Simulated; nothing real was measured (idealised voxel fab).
Documented hereafter: the process module known as voxel gate over fins.
The width of the displayed cross-section, cut, is 235 nm; its cells are square, with a size of 5 nm.
A cross-section in this document is a grid of square cells, and it is written down as bands, the top band listed before the ones below it; a band is made up of one or more rows of cells.
Within each band entry, the heights of the top and of the bottom of the band appear first, in that order and in nm; the materials of the band then follow from left to right, each with its corresponding width in nm. The designation "full width" on a single material indicates that it fills the band from edge to edge; the designation "air" indicates empty space.
Zero point of the height axis is 0; under it, received wafer = one material. Lowest band: continues down indefinitely, "top 0, no bottom".
A width given as "30 to 40" starts at the first number in the band's top row and ends at the second number in its bottom row, shifting by an equal amount at every step from row to row.
You'll sometimes find "remained unchanged" written for a step, and that's the way of saying that nowhere in the cross-section did a cell change during that step.
This entry, "Voids, fully enclosed", enumerates those empty regions of no fewer than 8 cells that possess no open connection to the top. Each region is reported in the form width x height at distance, the distance being taken from the left edge, with all three quantities expressed in nm.
Whatever follows a step's settings on its line is a remark the simulator itself makes about that step.
When a step includes a mask, the "overlay nm" setting on its line states how far to the right of its planned place that mask lay, and negative values state how far to the left.

## So here's the lineup of process steps we planned
1,RECEIVE,material Si
2,CONFORMAL_DEP,material SiN,thk nm 5
3,PATTERN,tone cover,mask id FINS,material resist,width nm 15,pitch nm 50,thk nm 20,overlay nm 0
4,DIRECTIONAL_ETCH,etch materials SiN,depth nm 5
5,DIRECTIONAL_ETCH,etch materials Si,depth nm 30
6,STRIP,etch materials resist
7,FILL_DEP,material SiO2,thk nm 5
8,CMP,height nm 5
9,PATTERN,tone open,mask id RAIL,material resist,width nm 15,thk nm 20,overlay nm -15
10,DIRECTIONAL_ETCH,etch materials SiO2,depth nm 30
11,STRIP,etch materials resist
12,CONFORMAL_DEP,material TiN,thk nm 5
13,FILL_DEP,material Ru,thk nm 5
14,CMP,height nm 5
15,SELECTIVE_ETCH,etch materials W Ru TiN,depth nm 20
16,FILL_DEP,material SiO2,thk nm 5
17,CMP,height nm 5
18,SELECTIVE_ETCH,etch materials SiO2,depth nm 15
19,STRIP,etch materials SiN
20,CONFORMAL_DEP,material HfO2,thk nm 5
21,CONFORMAL_DEP,material TiN,thk nm 5
22,CONFORMAL_DEP,material TiAl,thk nm 5
23,CONFORMAL_DEP,material TiN,thk nm 5
24,FILL_DEP,material W,thk nm 15
25,CMP,height nm 30
26,CONFORMAL_DEP,material SiN,thk nm 10
Same starting wafers, different overlay nm at step 9. Plan value belongs to the first wafer.

## First of several wafers, received after step 1, in cross-section
* top 0, no bottom = Si full width
* Voids, fully enclosed: none

## Quick key for the table: a row per wafer, taken at the end of the module. For each material it tells you how many cells the wafer gained (+) or lost (-) since it came in, and the closed voids come after
overlay nm -15, +55 HfO2, -246 Si, +94 SiN, +160 SiO2, +55 TiAl, +112 TiN, +146 W, Voids, fully enclosed: none
overlay nm -10, +55 HfO2, +1 Ru, -246 Si, +94 SiN, +158 SiO2, +55 TiAl, +113 TiN, +146 W, Voids, fully enclosed: none
overlay nm -5, +55 HfO2, +1 Ru, -246 Si, +94 SiN, +158 SiO2, +55 TiAl, +113 TiN, +146 W, Voids, fully enclosed: none
overlay nm 0, +55 HfO2, +1 Ru, -246 Si, +94 SiN, +158 SiO2, +55 TiAl, +113 TiN, +146 W, Voids, fully enclosed: none
overlay nm 5, +55 HfO2, +1 Ru, -246 Si, +94 SiN, +158 SiO2, +55 TiAl, +113 TiN, +146 W, Voids, fully enclosed: none
overlay nm 10, +55 HfO2, +1 Ru, -246 Si, +94 SiN, +158 SiO2, +55 TiAl, +113 TiN, +146 W, Voids, fully enclosed: none
overlay nm 15, +55 HfO2, -246 Si, +94 SiN, +160 SiO2, +55 TiAl, +112 TiN, +146 W, Voids, fully enclosed: none
